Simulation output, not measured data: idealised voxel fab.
voxel spacer lines: a process module
Shown is cross-section cut, with a width of 290 nm and square cells of size 5 nm.
A cross-section is written here as square cells arranged in a grid, and it is given in bands from the top down, each band taking up one or more rows of cells.
Basically the band line says how high the top is and how high the bottom is, in nm, and then what's in it from left to right, every material with its width in nm. Empty space shows up as "blank", and if a single material carries "edge to edge" it runs the full band edge to edge.
Beneath 0, the wafer as received is one material, and that level is where height counting begins. The lowest band goes on downward without a bottom; it is written like "0 -> down".
When a width is written as two numbers, as in "30->40", the first number is the width in the top row of cells of the band and the second is the width in its bottom row, and the width changes by the same amount from each row to the next.
Step note "no modifications" = no cross-section cell changed.
"Enclosed empty spaces": sealed empty spaces, 8 cells or more, no open way to top, listed width x height at distance, with distance from the left edge and width, height and distance in nm.
Read whatever lies past the settings on a step's line as the simulator's own remark about the step.
A step's line can hold "overlay nm"; with a mask on that step, the setting says how far right of the planned place the mask lay, while a negative setting says it lay to the left.
Planned step list for the process:
1 RECEIVE: material Si
2 CONFORMAL_DEP: material Al2O3, thk nm 10
3 DIRECTIONAL_DEP: material W, thk nm 15
4 DIRECTIONAL_DEP: material aC, thk nm 25
5 PATTERN: tone cover, mask id MANDREL, material resist, width nm 25, pitch nm 80, thk nm 30, overlay nm 0
6 DIRECTIONAL_ETCH: etch materials aC, depth nm 25
7 STRIP: etch materials resist
8 CONFORMAL_DEP: material SiN, thk nm 15
9 DIRECTIONAL_ETCH: etch materials SiN, depth nm 15
10 STRIP: etch materials aC
11 DIRECTIONAL_ETCH: etch materials W, depth nm 15
12 STRIP: etch materials SiN
Wafer, first of two, run as planned:
Cross-section of the wafer as it came to us, i.e., already through step 1:
0 -> down: Si edge to edge
Enclosed empty spaces: none
The wafer, seen in cross-section, after step 2:
10 -> 0: Al2O3 edge to edge
Rest of section, below 0: as before.
The wafer, seen in cross-section, after step 3:
25 -> 10: W edge to edge
Rest of section, below 10: as before.
The wafer, seen in cross-section, after step 4:
50 -> 25: aC edge to edge
Rest of section, below 25: as before.
The wafer, seen in cross-section, after step 5:
80 -> 50: blank (90) / resist (25) / blank (55) / resist (25) / blank (95)
Rest of section, below 50: as before.
The wafer, seen in cross-section, after step 6:
55 -> 50: blank (90) / resist (25) / blank (55) / resist (25) / blank (95)
50 -> 25: blank (90) / aC (25) / blank (55) / aC (25) / blank (95)
Rest of section, below 25: as before.
The wafer, seen in cross-section, after step 7:
50 -> 25: blank (90) / aC (25) / blank (55) / aC (25) / blank (95)
Rest of section, below 25: as before.
The wafer, seen in cross-section, after step 8:
65 -> 50: blank (75) / SiN (55) / blank (25) / SiN (55) / blank (80)
50 -> 40: blank (75) / SiN (15) / aC (25) / SiN (15) / blank (25) / SiN (15) / aC (25) / SiN (15) / blank (80)
40 -> 25: SiN (90) / aC (25) / SiN (55) / aC (25) / SiN (95)
Rest of section, below 25: as before.
The wafer, seen in cross-section, after step 9:
50 -> 25: blank (75) / SiN (15) / aC (25) / SiN (15) / blank (25) / SiN (15) / aC (25) / SiN (15) / blank (80)
Rest of section, below 25: as before.
The wafer, seen in cross-section, after step 10:
50 -> 25: blank (75) / SiN (15) / blank (25) / SiN (15) / blank (25) / SiN (15) / blank (25) / SiN (15) / blank (80)
Rest of section, below 25: as before.
The wafer, seen in cross-section, after step 11:
50 -> 25: blank (75) / SiN (15) / blank (25) / SiN (15) / blank (25) / SiN (15) / blank (25) / SiN (15) / blank (80)
25 -> 10: blank (75) / W (15) / blank (25) / W (15) / blank (25) / W (15) / blank (25) / W (15) / blank (80)
Rest of section, below 10: as before.
The wafer, seen in cross-section, after step 12:
25 -> 10: blank (75) / W (15) / blank (25) / W (15) / blank (25) / W (15) / blank (25) / W (15) / blank (80)
Rest of section, below 10: as before.
Wafer two. Identical start, identical plan. One mistake in execution. Identical history through step 4:
Second wafer, cut view, end of step 5 per plan:
80 -> 50: blank (95) / resist (20) / blank (60) / resist (20) / blank (95)
Rest of section, below 50: as before.
Second wafer, cut view, end of step 6 per plan:
55 -> 50: blank (95) / resist (20) / blank (60) / resist (20) / blank (95)
50 -> 25: blank (95) / aC (20) / blank (60) / aC (20) / blank (95)
Rest of section, below 25: as before.
Second wafer, cut view, end of step 7 per plan:
50 -> 25: blank (95) / aC (20) / blank (60) / aC (20) / blank (95)
Rest of section, below 25: as before.
Second wafer, cut view, end of step 8 per plan:
65 -> 50: blank (80) / SiN (50) / blank (30) / SiN (50) / blank (80)
50 -> 40: blank (80) / SiN (15) / aC (20) / SiN (15) / blank (30) / SiN (15) / aC (20) / SiN (15) / blank (80)
40 -> 25: SiN (95) / aC (20) / SiN (60) / aC (20) / SiN (95)
Rest of section, below 25: as before.
Second wafer, cut view, end of step 9 per plan:
50 -> 25: blank (80) / SiN (15) / aC (20) / SiN (15) / blank (30) / SiN (15) / aC (20) / SiN (15) / blank (80)
Rest of section, below 25: as before.
Second wafer, cut view, end of step 10 per plan:
50 -> 25: blank (80) / SiN (15) / blank (20) / SiN (15) / blank (30) / SiN (15) / blank (20) / SiN (15) / blank (80)
Rest of section, below 25: as before.
Second wafer, cut view, end of step 11 per plan:
50 -> 25: blank (80) / SiN (15) / blank (20) / SiN (15) / blank (30) / SiN (15) / blank (20) / SiN (15) / blank (80)
25 -> 10: blank (80) / W (15) / blank (20) / W (15) / blank (30) / W (15) / blank (20) / W (15) / blank (80)
Rest of section, below 10: as before.
Second wafer, cut view, end of step 12 per plan:
25 -> 10: blank (80) / W (15) / blank (20) / W (15) / blank (30) / W (15) / blank (20) / W (15) / blank (80)
Rest of section, below 10: as before.
Run error: off-plan run, step 5, actual operation and settings PATTERN: tone cover, mask id MANDREL, material resist, width nm 20, pitch nm 80, thk nm 30, overlay nm 0
At the end, the second wafer has the same number of cells of each material as the first, but those cells sit in other places.
